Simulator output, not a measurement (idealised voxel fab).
Process module, titled voxel ribs on slabs
Displayed cross-section: cut, width of 150 nm, square cells sized 5 nm.
Cross-section = grid of square cells, listed top down in bands; band = one or more rows.
Band: top and bottom heights (nm) first, top before bottom; then materials from left to right, widths in nm. "everywhere" marks a sole material filling the band edge to edge. "air" denotes empty space.
Height 0 is the level under which the wafer as received is all one material. The lowest band goes on downwards, as in "0 -> down".
Per-row width for "30->40": begins at first number (top row of band), ends at second number (bottom row), increment between rows held constant.
Reading "nothing got changed" for a step: not a cell of the cross-section changed in it.
Basically, "Closed void listing" tells you about the enclosed voids: empty spaces with no open way to the top, 8 cells or bigger, each written width x height at distance, where distance is from the left edge, all in nm.
On each step's line, the part that comes after the settings is the simulator's own comment on the step.
What "overlay nm" on a step's line means: if the step has a mask, that mask lay this far to the right of its planned place, or, when the value is negative, to the left.
# List of planned process steps
| 1 | RECEIVE | material Si |
| 2 | DIRECTIONAL_DEP | material SiO2 | thk nm 25 |
| 3 | DIRECTIONAL_DEP | material polySi | thk nm 25 |
| 4 | DIRECTIONAL_DEP | material aC | thk nm 10 |
| 5 | PATTERN | tone cover | mask id RIB | material resist | width nm 25 | thk nm 25 | overlay nm 0 |
| 6 | DIRECTIONAL_ETCH | etch materials aC | depth nm 10 |
| 7 | STRIP | etch materials resist |
| 8 | DIRECTIONAL_ETCH | etch materials polySi | depth nm 10 |
| 9 | STRIP | etch materials aC |
| 10 | MASKED_ETCH | tone cover | mask id SLAB | width nm 55 | etch materials polySi | depth nm 15 | overlay nm 0 |
| 11 | FILL_DEP | material SiO2 | thk nm 15 |
| 12 | CMP | height nm 60 |
| 13 | DIRECTIONAL_DEP | material W | thk nm 5 |
| 14 | DIRECTIONAL_DEP | material aC | thk nm 10 |
| 15 | PATTERN | tone cover | mask id HEATER | material resist | width nm 35 | thk nm 30 | overlay nm 0 |
| 16 | DIRECTIONAL_ETCH | etch materials aC | depth nm 10 |
| 17 | STRIP | etch materials resist |
| 18 | DIRECTIONAL_ETCH | etch materials W | depth nm 5 |
| 19 | STRIP | etch materials aC |
| 20 | CONFORMAL_DEP | material SiN | thk nm 5 |
# First of two wafers, processed according to plan
# Wafer at receipt (post step 1), cross-section
0 -> down | Si everywhere
Closed void listing: none
# Wafer xsec, post step 2
25 -> 0 | SiO2 everywhere
Nothing below the height 0 has changed.
# Wafer xsec, post step 3
50 -> 25 | polySi everywhere
Nothing below the height 25 has changed.
# Wafer xsec, post step 4
60 -> 50 | aC everywhere
Nothing below the height 50 has changed.
# Wafer xsec, post step 5
85 -> 60 | 60 of air | 25 of resist | 65 of air
Nothing below the height 60 has changed.
# Wafer xsec, post step 6
75 -> 60 | 60 of air | 25 of resist | 65 of air
60 -> 50 | 60 of air | 25 of aC | 65 of air
Nothing below the height 50 has changed.
# Wafer xsec, post step 7
60 -> 50 | 60 of air | 25 of aC | 65 of air
Nothing below the height 50 has changed.
# Wafer xsec, post step 8
60 -> 50 | 60 of air | 25 of aC | 65 of air
50 -> 40 | 60 of air | 25 of polySi | 65 of air
Nothing below the height 40 has changed.
# Wafer xsec, post step 9
50 -> 40 | 60 of air | 25 of polySi | 65 of air
Nothing below the height 40 has changed.
# Wafer xsec, post step 10
50 -> 40 | 60 of air | 25 of polySi | 65 of air
40 -> 25 | 45 of air | 55 of polySi | 50 of air
Nothing below the height 25 has changed.
# Wafer xsec, post step 11
65 -> 50 | SiO2 everywhere
50 -> 40 | 60 of SiO2 | 25 of polySi | 65 of SiO2
40 -> 25 | 45 of SiO2 | 55 of polySi | 50 of SiO2
Nothing below the height 25 has changed.
# Wafer xsec, post step 12
60 -> 50 | SiO2 everywhere
Nothing below the height 50 has changed.
# Wafer xsec, post step 13
65 -> 60 | W everywhere
Nothing below the height 60 has changed.
# Wafer xsec, post step 14
75 -> 65 | aC everywhere
Nothing below the height 65 has changed.
# Wafer xsec, post step 15
105 -> 75 | 55 of air | 35 of resist | 60 of air
Nothing below the height 75 has changed.
# Wafer xsec, post step 16
95 -> 75 | 55 of air | 35 of resist | 60 of air
75 -> 65 | 55 of air | 35 of aC | 60 of air
Nothing below the height 65 has changed.
# Wafer xsec, post step 17
75 -> 65 | 55 of air | 35 of aC | 60 of air
Nothing below the height 65 has changed.
# Wafer xsec, post step 18
75 -> 65 | 55 of air | 35 of aC | 60 of air
65 -> 60 | 55 of air | 35 of W | 60 of air
Nothing below the height 60 has changed.
# Wafer xsec, post step 19
65 -> 60 | 55 of air | 35 of W | 60 of air
Nothing below the height 60 has changed.
# Wafer xsec, post step 20
70 -> 65 | 50 of air | 45 of SiN | 55 of air
65 -> 60 | 55 of SiN | 35 of W | 60 of SiN
Nothing below the height 60 has changed.
# The remaining wafer, second of the two, started like the first and was run to the same plan, except that one mistake was made along the way; the two coincide through step 9, inclusive
# At the planned end of step 10, the second wafer in cross-section
50 -> 40 | 60 of air | 25 of polySi | 65 of air
40 -> 25 | 40 of air | 65 of polySi | 45 of air
Nothing below the height 25 has changed.
# At the planned end of step 11, the second wafer in cross-section
65 -> 50 | SiO2 everywhere
50 -> 40 | 60 of SiO2 | 25 of polySi | 65 of SiO2
40 -> 25 | 40 of SiO2 | 65 of polySi | 45 of SiO2
Nothing below the height 25 has changed.
# At the planned end of step 12, the second wafer in cross-section
60 -> 50 | SiO2 everywhere
Nothing below the height 50 has changed.
# At the planned end of step 13, the second wafer in cross-section
65 -> 60 | W everywhere
Nothing below the height 60 has changed.
# At the planned end of step 14, the second wafer in cross-section
75 -> 65 | aC everywhere
Nothing below the height 65 has changed.
# At the planned end of step 15, the second wafer in cross-section
105 -> 75 | 55 of air | 35 of resist | 60 of air
Nothing below the height 75 has changed.
# At the planned end of step 16, the second wafer in cross-section
95 -> 75 | 55 of air | 35 of resist | 60 of air
75 -> 65 | 55 of air | 35 of aC | 60 of air
Nothing below the height 65 has changed.
# At the planned end of step 17, the second wafer in cross-section
75 -> 65 | 55 of air | 35 of aC | 60 of air
Nothing below the height 65 has changed.
# At the planned end of step 18, the second wafer in cross-section
75 -> 65 | 55 of air | 35 of aC | 60 of air
65 -> 60 | 55 of air | 35 of W | 60 of air
Nothing below the height 60 has changed.
# At the planned end of step 19, the second wafer in cross-section
65 -> 60 | 55 of air | 35 of W | 60 of air
Nothing below the height 60 has changed.
# At the planned end of step 20, the second wafer in cross-section
70 -> 65 | 50 of air | 45 of SiN | 55 of air
65 -> 60 | 55 of SiN | 35 of W | 60 of SiN
Nothing below the height 60 has changed.
So what did we get wrong on this run? step 10 deviated from plan and actually ran as MASKED_ETCH | tone cover | mask id SLAB | width nm 65 | etch materials polySi | depth nm 15 | overlay nm 0
Final difference in cells, second wafer against first, listed per material as more or fewer: SiO2: 6 fewer; polySi: 6 more
